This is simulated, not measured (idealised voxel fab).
Process module in this document: voxel self aligned vias
Section shown: cut. Width: 175 nm. Cell size: 5 nm, square.
In this document a cross-section is written as a grid of square cells. It is given as a series of bands, listed from the top down, and a band is one or more rows of cells. Band entry format. Leading values: height of top, height of bottom, nm. Remainder: materials in left-to-right order, each with its width in nm. Special words: "all across" on a single material, which then fills the band edge to edge; "empty", empty space. Measure heights from 0. That's the level where, below it, the as-received wafer is all one material. The lowest band is bottomless and extends downward; write it as in "0 -> down". The expression "30 to 40" gives the width at the extremes of the band, the first number at its top row of cells and the second at its bottom row, with the width changing by equal amounts from each row to the next in between. For the purposes of this document, the phrase "nothing changed" attached to a step denotes that no cell within the cross-section was modified by that step. So "Enclosed empty spaces" is basically the list of trapped voids: any empty space of 8 cells or more that can't reach the top through an opening. They're written width x height at distance, the distance being from the left edge, and it's all nm. Post-settings text on a step line: simulator's own remark regarding the step. "overlay nm" denotes, for a step that has a mask, the displacement of the mask to the right of its planned place, with negative values corresponding to the left.
-- The following list gives the planned process steps
- 1: RECEIVE [material Si]
- 2: CONFORMAL_DEP [material SiO2] [thk nm 10]
- 3: CONFORMAL_DEP [material SiCN] [thk nm 5]
- 4: DIRECTIONAL_DEP [material SiO2] [thk nm 25]
- 5: PATTERN [tone open] [mask id LINES] [material resist] [width nm 30] [pitch nm 65] [thk nm 20] [overlay nm 0]
- 6: DIRECTIONAL_ETCH [etch materials SiO2] [depth nm 25]
- 7: STRIP [etch materials resist]
- 8: CONFORMAL_DEP [material TiN] [thk nm 5]
- 9: FILL_DEP [material W] [thk nm 10]
- 10: CMP [height nm 40]
- 11: SELECTIVE_ETCH [etch materials W Ru TiN] [depth nm 10]
- 12: FILL_DEP [material SiN] [thk nm 10]
- 13: CMP [height nm 40]
- 14: DIRECTIONAL_DEP [material SiO2] [thk nm 15]
- 15: DIRECTIONAL_DEP [material aC] [thk nm 10]
- 16: PATTERN [tone open] [mask id VIAS] [material resist] [width nm 50] [thk nm 25] [overlay nm 0]
- 17: DIRECTIONAL_ETCH [etch materials aC] [depth nm 10]
- 18: STRIP [etch materials resist]
- 19: DIRECTIONAL_ETCH [etch materials SiO2] [depth nm 15]
- 20: DIRECTIONAL_ETCH [etch materials SiN] [depth nm 10]
- 21: STRIP [etch materials aC]
- 22: CONFORMAL_DEP [material TiN] [thk nm 5]
- 23: FILL_DEP [material Ru] [thk nm 10]
- 24: CMP [height nm 55]
- 25: CONFORMAL_DEP [material SiN] [thk nm 5]
-- So this is the incoming wafer in cross-section - it's already been through step 1
- 0 -> down | Si all across
- Enclosed empty spaces: none
-- Below is the wafer in cross-section after the module was completed. It began from the starting point shown above and followed the plan shown above, except that one mistake was made while running it
- 60 -> 55 | SiN all across
- 55 -> 45 | 30 of SiO2, 5 of TiN, 40 of Ru, 5 of TiN, 95 of SiO2
- 45 -> 40 | 30 of SiO2, 50 of TiN, 95 of SiO2
- 40 -> 30 | 30 of SiN, 15 of TiN, 20 of W, 15 of TiN, 25 of SiN, 5 of TiN, 20 of W, 5 of TiN, 40 of SiN
- 30 -> 20 | 40 of SiO2, 5 of TiN, 20 of W, 5 of TiN, 35 of SiO2, 5 of TiN, 20 of W, 5 of TiN, 40 of SiO2
- 20 -> 15 | 40 of SiO2, 30 of TiN, 35 of SiO2, 30 of TiN, 40 of SiO2
- 15 -> 10 | SiCN all across
- 10 -> 0 | SiO2 all across
- 0 -> down | Si all across
- Enclosed empty spaces: none
what went wrong: step 11 ran with different settings than intended, the actual operation and settings being SELECTIVE_ETCH [etch materials SiO2] [depth nm 10]
